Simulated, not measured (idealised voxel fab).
process module | voxel capacitor over wiring
cross-section cut | 220 nm wide | cells 5 nm
A cross-section is a grid of square cells, given in bands from the top down. A band is one or more rows of cells.
Each band's line starts with the height of the band's top and of its bottom, in nm. Then come its materials from left to right, each with its width in nm. One material with "throughout" fills the band from edge to edge. "air" is empty space.
Height 0 is the level under which the wafer as received is all one material. The lowest band goes on downwards, as in "0 down".
A width such as "30 to 40" changes by the same amount from each row of cells to the next, from the band's top row to its bottom row.
"no change" after a step means that no cell of the cross-section changed.
closed voids: empty space of 8 cells or more with no open way to the top, each as width x height at its distance from the left edge, in nm
after a step's settings: what the simulator itself notes on the step
overlay nm, on a step with a mask: how far to the right of its planned place the mask lay; to the left if negative
plan
1 op RECEIVE | material Si
2 op CONFORMAL_DEP | material SiO2 | thk nm 10
3 op CONFORMAL_DEP | material SiN | thk nm 5
4 op DIRECTIONAL_DEP | material lowk | thk nm 15
5 op PATTERN | tone open | mask id METAL_1 | material resist | width nm 20 | pitch nm 70 | thk nm 15 | overlay nm 0
6 op DIRECTIONAL_ETCH | etch materials lowk | depth nm 15
7 op DIRECTIONAL_ETCH | etch materials SiN | depth nm 5
8 op STRIP | etch materials resist
9 op CONFORMAL_DEP | material TiN | thk nm 5
10 op FILL_DEP | material Cu | thk nm 10
11 op CMP | height nm 30
12 op CONFORMAL_DEP | material SiCN | thk nm 5
13 op DIRECTIONAL_DEP | material lowk | thk nm 20
14 op DIRECTIONAL_DEP | material aC | thk nm 10
15 op PATTERN | tone open | mask id PLUG_1 | material resist | width nm 15 | thk nm 30 | overlay nm 0
16 op DIRECTIONAL_ETCH | etch materials aC | depth nm 10
17 op STRIP | etch materials resist
18 op DIRECTIONAL_ETCH | etch materials lowk | depth nm 20
19 op DIRECTIONAL_ETCH | etch materials SiCN | depth nm 5
20 op STRIP | etch materials aC
21 op EPI | material Ru | thk nm 10
22 op EPI | material Ru | thk nm 10
23 op EPI | material Ru | thk nm 5
24 op DIRECTIONAL_DEP | material TiN | thk nm 10
25 op DIRECTIONAL_DEP | material SiN | thk nm 5
26 op DIRECTIONAL_DEP | material TiN | thk nm 10
27 op PATTERN | tone cover | mask id UPPER_PLATE | material resist | width nm 55 | thk nm 15 | overlay nm 0
28 op DIRECTIONAL_ETCH | etch materials TiN | depth nm 10
29 op DIRECTIONAL_ETCH | etch materials SiN | depth nm 5
30 op STRIP | etch materials resist
31 op MASKED_ETCH | tone cover | mask id LOWER_PLATE | width nm 65 | etch materials TiN | depth nm 10 | overlay nm 0
32 op FILL_DEP | material SiO2 | thk nm 15
33 op CMP | height nm 90
34 op DIRECTIONAL_DEP | material aC | thk nm 15
35 op PATTERN | tone open | mask id PLUG_2 | material resist | width nm 15 | thk nm 30 | overlay nm 0
36 op DIRECTIONAL_ETCH | etch materials aC | depth nm 15
37 op STRIP | etch materials resist
38 op DIRECTIONAL_ETCH | etch materials SiO2 | depth nm 10
39 op STRIP | etch materials aC
40 op CONFORMAL_DEP | material TiN | thk nm 5
41 op FILL_DEP | material Cu | thk nm 5
42 op CMP | height nm 90
43 op CONFORMAL_DEP | material SiCN | thk nm 5
as received, after step 1
  0 down: Si throughout
  closed voids: none
first wafer at the end, as planned
  95 to 90: SiCN throughout
  90 to 85: SiO2 80 | TiN 5 | Cu 5 | TiN 5 | SiO2 125
  85 to 80: SiO2 80 | TiN 15 | SiO2 125
  80 to 70: SiO2 70 | TiN 55 | SiO2 95
  70 to 65: SiO2 70 | SiN 55 | SiO2 95
  65 to 55: SiO2 65 | TiN 65 | SiO2 90
  55 to 35: lowk 70 | Ru 15 | lowk 135
  35 to 30: SiCN 70 | Ru 15 | SiCN 135
  30 to 15: lowk 65 | TiN 5 | Cu 10 | TiN 5 | lowk 50 | TiN 5 | Cu 10 | TiN 5 | lowk 65
  15 to 10: SiN 65 | TiN 20 | SiN 50 | TiN 20 | SiN 65
  10 to 0: SiO2 throughout
  0 down: Si throughout
  closed voids: none
second wafer at the end: like start, like plan, one mistake
  95 to 90: SiCN throughout
  90 to 85: SiO2 80 | TiN 5 | Cu 5 | TiN 5 | SiO2 125
  85 to 80: SiO2 80 | TiN 15 | SiO2 125
  80 to 70: SiO2 70 | TiN 55 | SiO2 95
  70 to 60: SiO2 65 | TiN 65 | SiO2 90
  60 to 55: SiN throughout
  55 to 35: lowk 70 | Ru 15 | lowk 135
  35 to 30: SiCN 70 | Ru 15 | SiCN 135
  30 to 15: lowk 65 | TiN 5 | Cu 10 | TiN 5 | lowk 50 | TiN 5 | Cu 10 | TiN 5 | lowk 65
  15 to 10: SiN 65 | TiN 20 | SiN 50 | TiN 20 | SiN 65
  10 to 0: SiO2 throughout
  0 down: Si throughout
  closed voids: none
what went wrong: steps 24 and 25 were swapped
at the end the second wafer has, in cells: 33 more of SiN | 33 fewer of SiO2
